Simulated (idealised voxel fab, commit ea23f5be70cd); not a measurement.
Title: Process Module voxel air gaps
The width of the displayed cross-section, cut, is 210 nm; its cells are square, with a size of 5 nm.
Think of the cross-section as a grid of square cells. We describe it in bands, top to bottom, and each band covers one or more rows of those cells.
It is stipulated that each band's entry specify, in nanometres, the height of the top of the band and then that of its bottom, followed by the materials of the band in left-to-right sequence, each together with its width in nanometres. A single material marked by the word "throughout" is understood to fill the band from edge to edge; the word "blank" is understood to denote empty space.
Heads up on the height convention: 0 is the point under which the incoming wafer is all one material, and the lowest band has no bottom, it just keeps going down, like "0 down".
The notation "30 to 40" denotes a width that varies across the rows of cells in the band, beginning at the first number in the top row, finishing at the second number in the bottom row, and changing by an identical amount from each row to the next.
Basically "changes: none" means that step didn't change any cell in the cross-section.
Under "Enclosed empty spaces" you'll find the enclosed gaps, the ones with no way out to the top, that are 8 cells or bigger; each reads width x height at distance, with distance counted from the left edge, everything in nm.
Text after the settings on a step's line: the simulator's own remark on that step.
The line of a step may include "overlay nm". On a step with a mask, this value is how far to the right of its planned place the mask lay. A negative value means the mask lay to the left.
## Steps in the process plan
1) RECEIVE [material Si]
2) CONFORMAL_DEP [material SiO2] [thk nm 15]
3) CONFORMAL_DEP [material SiCN] [thk nm 5]
4) DIRECTIONAL_DEP [material lowk] [thk nm 40]
5) PATTERN [tone open] [mask id LINES] [material resist] [width nm 20] [pitch nm 45] [thk nm 20] [overlay nm 0]
6) DIRECTIONAL_ETCH [etch materials lowk] [depth nm 40]
7) STRIP [etch materials resist]
8) CONFORMAL_DEP [material TiN] [thk nm 5]
9) FILL_DEP [material W] [thk nm 10]
10) CMP [height nm 60]
11) EPI [material Ru] [thk nm 10]
12) SELECTIVE_ETCH [etch materials lowk] [depth nm 50]
13) CONFORMAL_DEP [material SiCN] [thk nm 5]
## Here's what the wafer looked like in cross-section when it arrived - that's after step 1
  0 down  Si throughout
  Enclosed empty spaces: none
## Same starting wafer, same plan as above, one mistake in the execution; this is the cross-section at the end of the module
  85 to 80  25 of blank; 160 of SiCN; 25 of blank
  80 to 60  25 of blank; 5 of SiCN; 150 of Ru; 5 of SiCN; 25 of blank
  60 to 55  25 of blank; 25 of SiCN; 5 of TiN; 10 of W; 5 of TiN; 25 of lowk; 5 of TiN; 10 of W; 5 of TiN; 25 of lowk; 5 of TiN; 10 of W; 5 of TiN; 25 of SiCN; 25 of blank
  55 to 25  45 of blank; 5 of SiCN; 5 of TiN; 10 of W; 5 of TiN; 25 of lowk; 5 of TiN; 10 of W; 5 of TiN; 25 of lowk; 5 of TiN; 10 of W; 5 of TiN; 5 of SiCN; 45 of blank
  25 to 20  50 of SiCN; 20 of TiN; 25 of lowk; 20 of TiN; 25 of lowk; 20 of TiN; 50 of SiCN
  20 to 15  SiCN throughout
  15 to 0  SiO2 throughout
  0 down  Si throughout
  Enclosed empty spaces: none
Error vs. plan: in the plan, step 11 was performed twice
